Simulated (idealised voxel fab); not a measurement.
Herein follows the process module entitled voxel tone inversion.
Shown is cross-section cut, with a width of 275 nm and square cells of size 5 nm.
For the purposes of this document, a cross-section shall be understood as a grid of square cells, specified as bands listed in top-to-bottom order, each band consisting of one or more rows of cells. Quick guide to a band line: top height, bottom height (nm) up front; then every material left to right with its width in nm. Only one material and it's marked "edge to edge"? Then it fills the band edge to edge. And "blank" just means empty space. Ref level 0: as-received wafer is one material below here. Bottom band extends down with no lower bound ("0 -> down"). A width given as "30->40" starts at the first number in the band's top row and ends at the second number in its bottom row, shifting by an equal amount at every step from row to row. Where the words "no modifications" appear for a step, the cross-section shows no cell changed by that step; every cell remained as before. The label "Tabulated closed voids" introduces a list of the empty spaces, 8 cells or larger, that have no open way up to the top; each entry in it reads width x height at distance, where the distance is taken from the left edge and all three are stated in nm. Read whatever lies past the settings on a step's line as the simulator's own remark about the step. "overlay nm" on a masked step: distance the mask lay right of its planned place, negative for left.
[Intended process steps]
1: RECEIVE, material Si
2: CONFORMAL_DEP, material SiCN, thk nm 5
3: DIRECTIONAL_DEP, material aC, thk nm 25
4: PATTERN, tone cover, mask id POSTS, material resist, width nm 25, pitch nm 55, thk nm 30, overlay nm 0
5: DIRECTIONAL_ETCH, etch materials aC, depth nm 25
6: STRIP, etch materials resist
7: FILL_DEP, material SiO2, thk nm 10
8: CMP, height nm 30
9: STRIP, etch materials aC
[first wafer, as planned]
[So this is the incoming wafer in cross-section - it's already been through step 1]
    0 -> down | Si edge to edge
    Tabulated closed voids: none
[Wafer section view after processing step 2]
    5 -> 0 | SiCN edge to edge
    Unchanged below 0.
[Wafer section view after processing step 3]
    30 -> 5 | aC edge to edge
    Unchanged below 5.
[Wafer section view after processing step 4]
    60 -> 30 | 40 of blank, then 25 of resist, then 30 of blank, then 25 of resist, then 30 of blank, then 25 of resist, then 30 of blank, then 25 of resist, then 45 of blank
    Unchanged below 30.
[Wafer section view after processing step 5]
    35 -> 30 | 40 of blank, then 25 of resist, then 30 of blank, then 25 of resist, then 30 of blank, then 25 of resist, then 30 of blank, then 25 of resist, then 45 of blank
    30 -> 5 | 40 of blank, then 25 of aC, then 30 of blank, then 25 of aC, then 30 of blank, then 25 of aC, then 30 of blank, then 25 of aC, then 45 of blank
    Unchanged below 5.
[Wafer section view after processing step 6]
    30 -> 5 | 40 of blank, then 25 of aC, then 30 of blank, then 25 of aC, then 30 of blank, then 25 of aC, then 30 of blank, then 25 of aC, then 45 of blank
    Unchanged below 5.
[Wafer section view after processing step 7]
    40 -> 30 | SiO2 edge to edge
    30 -> 5 | 40 of SiO2, then 25 of aC, then 30 of SiO2, then 25 of aC, then 30 of SiO2, then 25 of aC, then 30 of SiO2, then 25 of aC, then 45 of SiO2
    Unchanged below 5.
[Wafer section view after processing step 8]
    30 -> 5 | 40 of SiO2, then 25 of aC, then 30 of SiO2, then 25 of aC, then 30 of SiO2, then 25 of aC, then 30 of SiO2, then 25 of aC, then 45 of SiO2
    Unchanged below 5.
[Wafer section view after processing step 9]
    30 -> 5 | 40 of SiO2, then 25 of blank, then 30 of SiO2, then 25 of blank, then 30 of SiO2, then 25 of blank, then 30 of SiO2, then 25 of blank, then 45 of SiO2
    Unchanged below 5.
[It is to be noted that the second wafer proceeded from the same initial state and according to the same plan as the first, although one mistake was committed in its execution; through step 1, inclusive, the two wafers share an identical history]
X-section, second wafer, when step 2 was due to finish: no modifications
[X-section, second wafer, when step 3 was due to finish]
    25 -> 0 | aC edge to edge
    Unchanged below 0.
[X-section, second wafer, when step 4 was due to finish]
    55 -> 25 | 40 of blank, then 25 of resist, then 30 of blank, then 25 of resist, then 30 of blank, then 25 of resist, then 30 of blank, then 25 of resist, then 45 of blank
    Unchanged below 25.
[X-section, second wafer, when step 5 was due to finish]
    30 -> 25 | 40 of blank, then 25 of resist, then 30 of blank, then 25 of resist, then 30 of blank, then 25 of resist, then 30 of blank, then 25 of resist, then 45 of blank
    25 -> 0 | 40 of blank, then 25 of aC, then 30 of blank, then 25 of aC, then 30 of blank, then 25 of aC, then 30 of blank, then 25 of aC, then 45 of blank
    Unchanged below 0.
[X-section, second wafer, when step 6 was due to finish]
    25 -> 0 | 40 of blank, then 25 of aC, then 30 of blank, then 25 of aC, then 30 of blank, then 25 of aC, then 30 of blank, then 25 of aC, then 45 of blank
    Unchanged below 0.
[X-section, second wafer, when step 7 was due to finish]
    35 -> 25 | SiO2 edge to edge
    25 -> 0 | 40 of SiO2, then 25 of aC, then 30 of SiO2, then 25 of aC, then 30 of SiO2, then 25 of aC, then 30 of SiO2, then 25 of aC, then 45 of SiO2
    Unchanged below 0.
[X-section, second wafer, when step 8 was due to finish]
    30 -> 25 | SiO2 edge to edge
    Unchanged below 25.
X-section, second wafer, when step 9 was due to finish: no modifications
Nonconformance to the process plan: step 2 of the plan: omitted, not performed
Final tally in cells, some materials are higher or lower on the second wafer than on the first: SiCN: 55 fewer | SiO2: 55 more | aC: 100 more
